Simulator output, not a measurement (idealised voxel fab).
voxel trench capacitor: a process module
Square cells of 5 nm make up the cross-section cut, whose width is 175 nm.
Each cross-section below is a grid of square cells, stated as bands in top-down order, with one or more rows of cells making up each band.
Within each band entry, the heights of the top and of the bottom of the band appear first, in that order and in nm; the materials of the band then follow from left to right, each with its corresponding width in nm. The designation "edge to edge" on a single material indicates that it fills the band from edge to edge; the designation "air" indicates empty space.
The reference from which all heights are counted is 0, the level beneath which the as-received wafer is entirely one material; the lowest band, having no lower bound, proceeds downward and is written after the example "0..down".
It should be noted that a width expressed as "30 to 40" varies in equal increments from row to row of cells within the band, taking the value of the first number at the top row and that of the second number at the bottom row.
It should be understood that the words "no modification", when stated for a given step, signify that the cross-section underwent no change in any of its cells during that step.
Entry "Trapped voids". Content: empty spaces with no open connection to the top, size 8 cells or greater. Each: width x height at distance. Distance: from left edge. Unit: nm.
Heads up: the bit after the settings on a step's line is the simulator's remark on that step.
"overlay nm", when on a step's line for a step with a mask, measures how far to the right of its planned place the mask lay; a negative measure means to the left.

### These are the steps we planned for the process
1,RECEIVE with material Si
2,CONFORMAL_DEP with material SiN, thk nm 10
3,DIRECTIONAL_DEP with material aC, thk nm 15
4,PATTERN with tone open, mask id TRENCH, material resist, width nm 25, pitch nm 40, thk nm 30, overlay nm 0
5,DIRECTIONAL_ETCH with etch materials aC, depth nm 15
6,STRIP with etch materials resist
7,DIRECTIONAL_ETCH with etch materials SiN, depth nm 10
8,DIRECTIONAL_ETCH with etch materials Si, depth nm 35
9,STRIP with etch materials aC
10,CONFORMAL_DEP with material Al2O3, thk nm 5
11,CONFORMAL_DEP with material TiN, thk nm 5
12,FILL_DEP with material W, thk nm 10
13,CMP with height nm 10

### Cross-section of the wafer at receipt, which is the condition after step 1
	0..down = Si edge to edge
	Trapped voids: none

### The following cross-section depicts the wafer upon conclusion of the module. Processing commenced from the starting condition illustrated above and adhered to the plan illustrated above, save for one mistake in execution
	10..0 = SiN 40 nm / Al2O3 5 nm / TiN 5 nm / Al2O3 5 nm / SiN 25 nm / Al2O3 5 nm / TiN 5 nm / Al2O3 5 nm / SiN 25 nm / Al2O3 5 nm / TiN 5 nm / Al2O3 5 nm / SiN 40 nm
	0..-30 = Si 40 nm / Al2O3 5 nm / TiN 5 nm / Al2O3 5 nm / Si 25 nm / Al2O3 5 nm / TiN 5 nm / Al2O3 5 nm / Si 25 nm / Al2O3 5 nm / TiN 5 nm / Al2O3 5 nm / Si 40 nm
	-30..-35 = Si 40 nm / Al2O3 15 nm / Si 25 nm / Al2O3 15 nm / Si 25 nm / Al2O3 15 nm / Si 40 nm
	-35..down = Si edge to edge
	Trapped voids: none
what went wrong: step 4, actual vs plan mismatch, actual run PATTERN with tone open, mask id TRENCH, material resist, width nm 15, pitch nm 40, thk nm 30, overlay nm 0
